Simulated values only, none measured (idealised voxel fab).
Title: Process Module voxel plated lines
cross-section cut | 210 nm wide | cells 5 nm
Heads up, the way a cross-section reads in here is a grid of square cells, handed over as bands from the top down, with every band being one or more rows of cells.
Read a band's entry like this: the first values are the height of its top and the height of its bottom in nm, and what follows is the sequence of materials from left to right, each with its width in nm. Note that "blank" is empty space, and that a single material marked "all across" reaches across the band from edge to edge.
Height reference: 0 = level under which incoming wafer is all one material. Lowest band: no bottom, runs on downward, e.g. "from 0 down".
When a width is written as two numbers, as in "30 to 40", the first number is the width in the top row of cells of the band and the second is the width in its bottom row, and the width changes by the same amount from each row to the next.
The designation "no alteration", where it is given for a processing step, indicates that no cell of the cross-section was altered in the course of that step.
"Closed cavity list": sealed empty spaces, 8 cells or more, no open way to top, listed width x height at distance, with distance from the left edge and width, height and distance in nm.
Anything after a step's settings on that line? It's the simulator's own note about the step.
"overlay nm", when on a step's line for a step with a mask, measures how far to the right of its planned place the mask lay; a negative measure means to the left.
Listed below are the process steps as planned:
1: RECEIVE (material Si)
2: CONFORMAL_DEP (material Al2O3; thk nm 10)
3: DIRECTIONAL_DEP (material TiN; thk nm 5)
4: PATTERN (tone open; mask id LINES; material resist; width nm 25; pitch nm 40; thk nm 40; overlay nm 0)
5: EPI (material Ru; thk nm 10)
6: EPI (material Ru; thk nm 10)
7: EPI (material Ru; thk nm 10)
8: STRIP (etch materials resist)
9: DIRECTIONAL_ETCH (etch materials TiN; depth nm 5)
10: CONFORMAL_DEP (material SiN; thk nm 10)
As-received wafer cross-section (after step 1):
> from 0 down = Si all across
> Closed cavity list: none
Cross-section, first of two wafers, end of module, run as planned:
> from 55 to 45 = blank 60 nm / SiN 85 nm / blank 65 nm
> from 45 to 20 = blank 60 nm / SiN 10 nm / Ru 25 nm / SiN 15 nm / Ru 25 nm / SiN 10 nm / blank 65 nm
> from 20 to 15 = SiN 70 nm / Ru 25 nm / SiN 15 nm / Ru 25 nm / SiN 75 nm
> from 15 to 10 = SiN 70 nm / TiN 25 nm / SiN 15 nm / TiN 25 nm / SiN 75 nm
> from 10 to 0 = Al2O3 all across
> from 0 down = Si all across
> Closed cavity list: none
This cross-section belongs to the second wafer of two at the end of the module; the start and the plan were shared with the first, and the run included one mistake:
> from 55 to 45 = blank 60 nm / SiN 85 nm / blank 65 nm
> from 45 to 20 = blank 60 nm / SiN 10 nm / Ru 25 nm / SiN 15 nm / Ru 25 nm / SiN 10 nm / blank 65 nm
> from 20 to 15 = SiN 70 nm / Ru 25 nm / SiN 15 nm / Ru 25 nm / SiN 75 nm
> from 15 to 10 = SiN 70 nm / TiN 25 nm / SiN 15 nm / TiN 25 nm / SiN 75 nm
> from 10 to 0 = Ru all across
> from 0 down = Si all across
> Closed cavity list: none
Which mistake was made when the wafer was run? step 2, actual vs plan mismatch, actual run CONFORMAL_DEP (material Ru; thk nm 10)
Wafer comparison, final, in cells, second relative to first, materials more or fewer: Al2O3 -84 | Ru +84
